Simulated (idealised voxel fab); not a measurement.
Process module, titled voxel quadruple lines
The cross-section shown here is cut; it is 295 nm wide and divided into square cells measuring 5 nm on a side.
A cross-section is written here as square cells arranged in a grid, and it is given in bands from the top down, each band taking up one or more rows of cells.
Basically the band line says how high the top is and how high the bottom is, in nm, and then what's in it from left to right, every material with its width in nm. Empty space shows up as "empty", and if a single material carries "edge to edge" it runs the full band edge to edge.
It should be noted that heights are counted from 0, beneath which the wafer as supplied is of one material throughout, and that the lowest band possesses no lower boundary but continues downward, as written in "z 0 and below".
It should be noted that a width expressed as "30->40" varies in equal increments from row to row of cells within the band, taking the value of the first number at the top row and that of the second number at the bottom row.
Basically "remains unaltered" means that step didn't change any cell in the cross-section.
Any empty space of 8 cells or more lacking an open way to the top shows up in "Closed voids list" as width x height at distance, distance from the left edge, in nm.
after a step's settings: what the simulator itself notes on the step
"overlay nm" denotes, for a step that has a mask, the displacement of the mask to the right of its planned place, with negative values corresponding to the left.

INTENDED PROCESS STEPS
1 RECEIVE, material Si
2 CONFORMAL_DEP, material Al2O3, thk nm 5
3 DIRECTIONAL_DEP, material TiN, thk nm 15
4 DIRECTIONAL_DEP, material polySi, thk nm 20
5 DIRECTIONAL_DEP, material aC, thk nm 20
6 PATTERN, tone cover, mask id MANDREL, material resist, width nm 30, thk nm 30, overlay nm 0
7 DIRECTIONAL_ETCH, etch materials aC, depth nm 20
8 STRIP, etch materials resist
9 CONFORMAL_DEP, material SiO2, thk nm 10
10 DIRECTIONAL_ETCH, etch materials SiO2, depth nm 10
11 STRIP, etch materials aC
12 DIRECTIONAL_ETCH, etch materials polySi, depth nm 20
13 STRIP, etch materials SiO2
14 CONFORMAL_DEP, material SiCN, thk nm 10
15 DIRECTIONAL_ETCH, etch materials SiCN, depth nm 10
16 STRIP, etch materials polySi
17 DIRECTIONAL_ETCH, etch materials TiN, depth nm 15
18 STRIP, etch materials SiCN

AS-RECEIVED WAFER CROSS-SECTION (AFTER STEP 1)
	z 0 and below: Si edge to edge
	Closed voids list: none

AS-PLANNED RUN: CROSS-SECTION OF THE FIRST OF TWO WAFERS AT END OF MODULE
	z 20 to 5: empty (110), then TiN (10), then empty (10), then TiN (10), then empty (10), then TiN (10), then empty (10), then TiN (10), then empty (115)
	z 5 to 0: Al2O3 edge to edge
	z 0 and below: Si edge to edge
	Closed voids list: none

MODULE END: CROSS-SECTION OF WAFER TWO OF TWO. SAME START AND PROCESS PLAN AS THE FIRST WAFER. ONE MISTAKE DURING EXECUTION
	z 60 to 55: empty (130), then aC (30), then empty (135)
	z 55 to 50: empty (120), then TiN (10), then aC (30), then TiN (10), then empty (125)
	z 50 to 40: empty (110), then TiN (20), then aC (30), then TiN (20), then empty (115)
	z 40 to 20: polySi edge to edge
	z 20 to 5: TiN edge to edge
	z 5 to 0: Al2O3 edge to edge
	z 0 and below: Si edge to edge
	Closed voids list: none
The plan and the run diverged here: step 9 did not happen as planned, as run it was CONFORMAL_DEP, material TiN, thk nm 10
Per the end-of-run cell counts, the second wafer holds more or fewer of some materials than the first: TiN: 173 more, aC: 24 more, polySi: 236 more
